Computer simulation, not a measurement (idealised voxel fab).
process module | voxel ribs on slabs
cross-section cut | 145 nm wide | cells 5 nm
A cross-section is a grid of square cells, given in bands from the top down. A band is one or more rows of cells.
Each band's line starts with the height of the band's top and of its bottom, in nm. Then come its materials from left to right, each with its width in nm. One material with "throughout" fills the band from edge to edge. "air" is empty space.
Height 0 is the level under which the wafer as received is all one material. The lowest band goes on downwards, as in "0 down".
A width such as "30 to 40" changes by the same amount from each row of cells to the next, from the band's top row to its bottom row.
"no change" after a step means that no cell of the cross-section changed.
closed voids: empty space of 8 cells or more with no open way to the top, each as width x height at its distance from the left edge, in nm
after a step's settings: what the simulator itself notes on the step
overlay nm, on a step with a mask: how far to the right of its planned place the mask lay; to the left if negative
plan
1 op RECEIVE | material Si
2 op DIRECTIONAL_DEP | material SiO2 | thk nm 25
3 op DIRECTIONAL_DEP | material polySi | thk nm 20
4 op DIRECTIONAL_DEP | material aC | thk nm 10
5 op PATTERN | tone cover | mask id RIB | material resist | width nm 20 | thk nm 25 | overlay nm 0
6 op DIRECTIONAL_ETCH | etch materials aC | depth nm 10
7 op STRIP | etch materials resist
8 op DIRECTIONAL_ETCH | etch materials polySi | depth nm 15
9 op STRIP | etch materials aC
10 op DIRECTIONAL_DEP | material aC | thk nm 15
11 op PATTERN | tone cover | mask id SLAB | material resist | width nm 60 | thk nm 30 | overlay nm 0
12 op DIRECTIONAL_ETCH | etch materials aC | depth nm 15
13 op STRIP | etch materials resist
14 op DIRECTIONAL_ETCH | etch materials polySi | depth nm 5
15 op STRIP | etch materials aC
16 op FILL_DEP | material SiO2 | thk nm 20
17 op CMP | height nm 55
18 op DIRECTIONAL_DEP | material TiN | thk nm 10
19 op PATTERN | tone cover | mask id HEATER | material resist | width nm 30 | thk nm 20 | overlay nm 0
20 op DIRECTIONAL_ETCH | etch materials TiN | depth nm 10
21 op STRIP | etch materials resist
22 op CONFORMAL_DEP | material SiO2 | thk nm 10
as received, after step 1
  0 down: Si throughout
  closed voids: none
a wafer at the end: this start, this plan, one mistake
  75 to 65: air 45 | SiO2 50 | air 50
  65 to 55: SiO2 55 | TiN 30 | SiO2 60
  55 to 45: SiO2 throughout
  45 to 40: SiO2 40 | polySi 20 | SiO2 20 | polySi 20 | SiO2 45
  40 to 30: polySi 60 | SiO2 20 | polySi 65
  30 to 25: polySi throughout
  25 to 0: SiO2 throughout
  0 down: Si throughout
  closed voids: none
what went wrong: step 5 ran as: op PATTERN | tone open | mask id RIB | material resist | width nm 20 | thk nm 25 | overlay nm 0
